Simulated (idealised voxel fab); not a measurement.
process module | voxel air gaps
cross-section cut | 175 nm wide | cells 5 nm
A cross-section is a grid of square cells, given in bands from the top down. A band is one or more rows of cells.
Each band's line starts with the height of the band's top and of its bottom, in nm. Then come its materials from left to right, each with its width in nm. One material with "throughout" fills the band from edge to edge. "air" is empty space.
Height 0 is the level under which the wafer as received is all one material. The lowest band goes on downwards, as in "0 down".
A width such as "30 to 40" changes by the same amount from each row of cells to the next, from the band's top row to its bottom row.
"no change" after a step means that no cell of the cross-section changed.
closed voids: empty space of 8 cells or more with no open way to the top, each as width x height at its distance from the left edge, in nm
after a step's settings: what the simulator itself notes on the step
overlay nm, on a step with a mask: how far to the right of its planned place the mask lay; to the left if negative
plan
1 op RECEIVE | material Si
2 op CONFORMAL_DEP | material SiO2 | thk nm 15
3 op CONFORMAL_DEP | material SiCN | thk nm 5
4 op DIRECTIONAL_DEP | material lowk | thk nm 35
5 op DIRECTIONAL_DEP | material aC | thk nm 15
6 op PATTERN | tone open | mask id LINES | material resist | width nm 20 | pitch nm 50 | thk nm 35 | overlay nm 0
7 op DIRECTIONAL_ETCH | etch materials aC | depth nm 15
8 op STRIP | etch materials resist
9 op DIRECTIONAL_ETCH | etch materials lowk | depth nm 35
10 op STRIP | etch materials aC
11 op CONFORMAL_DEP | material TiN | thk nm 5
12 op FILL_DEP | material W | thk nm 10
13 op CMP | height nm 55
14 op EPI | material Ru | thk nm 10
15 op SELECTIVE_ETCH | etch materials lowk | depth nm 45
16 op CONFORMAL_DEP | material SiCN | thk nm 5
as received, after step 1
  0 down: Si throughout
  closed voids: none
a wafer at the end: this start, this plan, one mistake
  70 to 65: air 10 | SiCN 150 | air 15
  65 to 55: air 10 | SiCN 5 | Ru 40 | SiCN 10 | Ru 40 | SiCN 10 | Ru 40 | SiCN 5 | air 15
  55 to 50: air 10 | SiCN 15 | TiN 5 | aC 10 | TiN 5 | SiCN 30 | TiN 5 | aC 10 | TiN 5 | SiCN 30 | TiN 5 | aC 10 | TiN 5 | SiCN 15 | air 15
  50 to 25: air 20 | SiCN 5 | TiN 5 | aC 10 | TiN 5 | SiCN 5 | air 20 | SiCN 5 | TiN 5 | aC 10 | TiN 5 | SiCN 5 | air 20 | SiCN 5 | TiN 5 | aC 10 | TiN 5 | SiCN 5 | air 25
  25 to 20: SiCN 25 | TiN 20 | SiCN 30 | TiN 20 | SiCN 30 | TiN 20 | SiCN 30
  20 to 15: SiCN throughout
  15 to 0: SiO2 throughout
  0 down: Si throughout
  closed voids: 20 x 25 at 50; 20 x 25 at 100
what went wrong: step 12 ran as: op FILL_DEP | material aC | thk nm 10
